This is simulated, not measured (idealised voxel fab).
The name of this process module is voxel gate over fins.
In the cross-section labelled cut, the width is 225 nm and each square cell is 5 nm.
Cross-section layout: square cells on a grid; listed as bands, top to bottom; a band spans one or more cell rows.
Heights first: top, then bottom, in nm. Then materials, left to right, each with a width in nm. "throughout" on a single material: fills the band edge to edge. "empty": empty space.
Beneath 0, the wafer as received is one material, and that level is where height counting begins. The lowest band goes on downward without a bottom; it is written like "from 0 down".
So if you see something like "30->40" for the width, read it as the top row of the band sitting at the first number and the bottom row at the second, with every row in between moving by the same amount as the last.
No cell of the cross-section changed in a step that is given as "no modifications".
Closed void register: empty space of 8 cells or more with no open way to the top, each as width x height at its distance from the left edge, in nm
Note: text after step settings on the step line = simulator remark on that step.
overlay nm: how far to the right of its planned place the mask lay on this masked step (negative: to the left).
List of planned process steps:
1: RECEIVE, material Si
2: CONFORMAL_DEP, material SiN, thk nm 10
3: DIRECTIONAL_DEP, material aC, thk nm 15
4: PATTERN, tone cover, mask id FINS, material resist, width nm 15, pitch nm 55, thk nm 35, overlay nm 0
5: DIRECTIONAL_ETCH, etch materials aC, depth nm 15
6: STRIP, etch materials resist
7: DIRECTIONAL_ETCH, etch materials SiN, depth nm 10
8: DIRECTIONAL_ETCH, etch materials Si, depth nm 40
9: STRIP, etch materials aC
10: OXIDIZE, depth nm 5
11: FILL_DEP, material SiO2, thk nm 5
12: CMP, height nm 10
13: DIRECTIONAL_DEP, material aC, thk nm 10
14: PATTERN, tone open, mask id RAIL, material resist, width nm 15, thk nm 30, overlay nm 0
15: DIRECTIONAL_ETCH, etch materials aC, depth nm 10
16: STRIP, etch materials resist
17: DIRECTIONAL_ETCH, etch materials SiO2, depth nm 45
18: STRIP, etch materials aC
19: CONFORMAL_DEP, material TiN, thk nm 5
20: FILL_DEP, material Ru, thk nm 10
21: CMP, height nm 10
22: SELECTIVE_ETCH, etch materials W Ru TiN, depth nm 30
23: FILL_DEP, material SiO2, thk nm 5
24: CMP, height nm 10
25: SELECTIVE_ETCH, etch materials SiO2, depth nm 25
26: STRIP, etch materials SiN
27: CONFORMAL_DEP, material HfO2, thk nm 5
28: CONFORMAL_DEP, material TiN, thk nm 5
29: CONFORMAL_DEP, material TiAl, thk nm 5
30: CONFORMAL_DEP, material TiN, thk nm 5
31: FILL_DEP, material W, thk nm 10
32: CMP, height nm 25
33: CONFORMAL_DEP, material SiCN, thk nm 10
Wafer-to-wafer difference: thk nm, step 28. Common start. Plan = first wafer's value.
Cross-section: the first of several wafers in its as-received state, i.e. following step 1:
* from 0 down = Si throughout
* Closed void register: none
Rows = wafers. At module end, each row lists per material the cells gained (+) or lost (-) since the wafer was received, then the closed voids:
thk nm 5, +57 HfO2, +2 Ru, -387 Si, +90 SiCN, +249 SiO2, +57 TiAl, +121 TiN, +126 W, Closed void register: none
thk nm 10, +57 HfO2, +2 Ru, -387 Si, +90 SiCN, +249 SiO2, +57 TiAl, +178 TiN, +69 W, Closed void register: none
thk nm 15, +57 HfO2, +2 Ru, -387 Si, +90 SiCN, +249 SiO2, +57 TiAl, +205 TiN, +42 W, Closed void register: none
thk nm 20, +57 HfO2, +2 Ru, -387 Si, +90 SiCN, +249 SiO2, +27 TiAl, +258 TiN, +19 W, Closed void register: none
